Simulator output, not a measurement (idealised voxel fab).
Herein follows the process module entitled voxel capacitor over wiring.
Section cut is 180 nm wide and gridded with 5 nm square cells.
In this document a cross-section is written as a grid of square cells. It is given as a series of bands, listed from the top down, and a band is one or more rows of cells.
A band entry consists of two parts. The first gives the height of the band's top and the height of its bottom, in nm. The rest lists the band's materials from left to right, each with its width in nm. A single material labelled with the word "edge to edge" fills the band from edge to edge, and the word "empty" marks empty space.
Heights are reckoned from 0. Under this level, the received wafer is all of one material. The bottommost band is open-ended downward, for example "0 and below".
Read "30 to 40" as a graded width: first number on top, second number at the bottom, same change between each pair of neighbouring rows.
Step marked "nothing changed"? Then no cell in the cross-section changed in it.
Listed in "Completely sealed voids": every empty space of 8 or more cells without an open way to the top. Form: width x height at distance, the distance being from the left edge, all in nm.
On a step's line, text after the settings is the simulator commenting on that step.
"overlay nm" denotes, for a step that has a mask, the displacement of the mask to the right of its planned place, with negative values corresponding to the left.
Planned step list for the process:
- 1: RECEIVE (material Si)
- 2: CONFORMAL_DEP (material SiO2; thk nm 15)
- 3: DIRECTIONAL_DEP (material TiN; thk nm 5)
- 4: DIRECTIONAL_DEP (material W; thk nm 20)
- 5: MASKED_ETCH (tone cover; mask id METAL_1; width nm 20; pitch nm 75; etch materials W; depth nm 20; overlay nm 0)
- 6: MASKED_ETCH (tone cover; mask id METAL_1; width nm 20; pitch nm 75; etch materials TiN; depth nm 5; overlay nm 0)
- 7: CONFORMAL_DEP (material SiCN; thk nm 5)
- 8: FILL_DEP (material SiO2; thk nm 10)
- 9: CMP (height nm 40)
- 10: CONFORMAL_DEP (material SiCN; thk nm 5)
- 11: DIRECTIONAL_DEP (material lowk; thk nm 20)
- 12: DIRECTIONAL_DEP (material aC; thk nm 10)
- 13: PATTERN (tone open; mask id PLUG_1; material resist; width nm 15; thk nm 25; overlay nm -15)
- 14: DIRECTIONAL_ETCH (etch materials aC; depth nm 10)
- 15: STRIP (etch materials resist)
- 16: DIRECTIONAL_ETCH (etch materials lowk; depth nm 20)
- 17: DIRECTIONAL_ETCH (etch materials SiCN; depth nm 5)
- 18: STRIP (etch materials aC)
- 19: CONFORMAL_DEP (material TiN; thk nm 5)
- 20: FILL_DEP (material Ru; thk nm 5)
- 21: CMP (height nm 65)
- 22: DIRECTIONAL_DEP (material TiN; thk nm 5)
- 23: DIRECTIONAL_DEP (material HfO2; thk nm 5)
- 24: DIRECTIONAL_DEP (material TiN; thk nm 5)
- 25: MASKED_ETCH (tone cover; mask id UPPER_PLATE; width nm 60; etch materials TiN; depth nm 5; overlay nm 0)
- 26: MASKED_ETCH (tone cover; mask id UPPER_PLATE; width nm 60; etch materials HfO2; depth nm 5; overlay nm 0)
- 27: MASKED_ETCH (tone cover; mask id LOWER_PLATE; width nm 70; etch materials TiN; depth nm 5; overlay nm 0)
- 28: FILL_DEP (material SiO2; thk nm 20)
- 29: CMP (height nm 95)
- 30: PATTERN (tone open; mask id PLUG_2; material resist; width nm 15; thk nm 20; overlay nm 0)
- 31: DIRECTIONAL_ETCH (etch materials SiO2; depth nm 15)
- 32: STRIP (etch materials resist)
- 33: CONFORMAL_DEP (material TiN; thk nm 5)
- 34: FILL_DEP (material Ru; thk nm 10)
- 35: CMP (height nm 95)
- 36: CONFORMAL_DEP (material SiN; thk nm 5)
All wafers enter the flow in the same state. The overlay nm at step 13 differs from wafer to wafer, and the plan gives the value for the first wafer.
Received condition of the first of several wafers, sectioned: post-step 1:
- 0 and below: Si edge to edge
- Completely sealed voids: none
End of module: cross-section of the first of several wafers after step 36, the last step:
- 100 down to 95: SiN edge to edge
- 95 down to 85: SiO2 (55), TiN (5), Ru (5), TiN (5), SiO2 (110)
- 85 down to 75: SiO2 (55 to 45), TiN (15 to 60), SiO2 (110 to 75)
- 75 down to 70: SiO2 (45), HfO2 (60), SiO2 (75)
- 70 down to 65: SiO2 (40), TiN (70), SiO2 (70)
- 65 down to 45: lowk (30), TiN (5), Ru (5), TiN (5), lowk (135)
- 45 down to 40: SiCN (30), TiN (15), SiCN (135)
- 40 down to 20: SiO2 (35), SiCN (5), W (20), SiCN (5), SiO2 (45), SiCN (5), W (20), SiCN (5), SiO2 (40)
- 20 down to 15: SiCN (40), TiN (20), SiCN (55), TiN (20), SiCN (45)
- 15 down to 0: SiO2 edge to edge
- 0 and below: Si edge to edge
- Completely sealed voids: none
Here we cross-sectioned the last of the wafers once the module was done:
- 100 down to 95: SiN edge to edge
- 95 down to 85: SiO2 (55), TiN (5), Ru (5), TiN (5), SiO2 (110)
- 85 down to 75: SiO2 (55 to 45), TiN (15 to 60), SiO2 (110 to 75)
- 75 down to 70: SiO2 (45), HfO2 (60), SiO2 (75)
- 70 down to 65: SiO2 (40), TiN (70), SiO2 (70)
- 65 down to 45: lowk (60), TiN (5), Ru (5), TiN (5), lowk (105)
- 45 down to 40: SiCN (60), TiN (15), SiCN (105)
- 40 down to 20: SiO2 (35), SiCN (5), W (20), SiCN (5), SiO2 (45), SiCN (5), W (20), SiCN (5), SiO2 (40)
- 20 down to 15: SiCN (40), TiN (20), SiCN (55), TiN (20), SiCN (45)
- 15 down to 0: SiO2 edge to edge
- 0 and below: Si edge to edge
- Completely sealed voids: none
Basically each wafer gets a line in the table, showing it at the end of the module: material by material, the cells it gained (+) or lost (-) since we got it, then its closed voids:
overlay nm -15, +12 HfO2, +6 Ru, +77 SiCN, +36 SiN, +373 SiO2, +52 TiN, +32 W, +132 lowk, Completely sealed voids: none
overlay nm -10, +12 HfO2, +6 Ru, +77 SiCN, +36 SiN, +373 SiO2, +52 TiN, +32 W, +132 lowk, Completely sealed voids: none
overlay nm -5, +12 HfO2, +6 Ru, +77 SiCN, +36 SiN, +373 SiO2, +52 TiN, +32 W, +132 lowk, Completely sealed voids: none
overlay nm 0, +12 HfO2, +6 Ru, +77 SiCN, +36 SiN, +373 SiO2, +52 TiN, +32 W, +132 lowk, Completely sealed voids: none
overlay nm 5, +12 HfO2, +6 Ru, +77 SiCN, +36 SiN, +373 SiO2, +52 TiN, +32 W, +132 lowk, Completely sealed voids: none
overlay nm 10, +12 HfO2, +6 Ru, +77 SiCN, +36 SiN, +373 SiO2, +52 TiN, +32 W, +132 lowk, Completely sealed voids: none
overlay nm 15, +12 HfO2, +6 Ru, +77 SiCN, +36 SiN, +373 SiO2, +52 TiN, +32 W, +132 lowk, Completely sealed voids: none
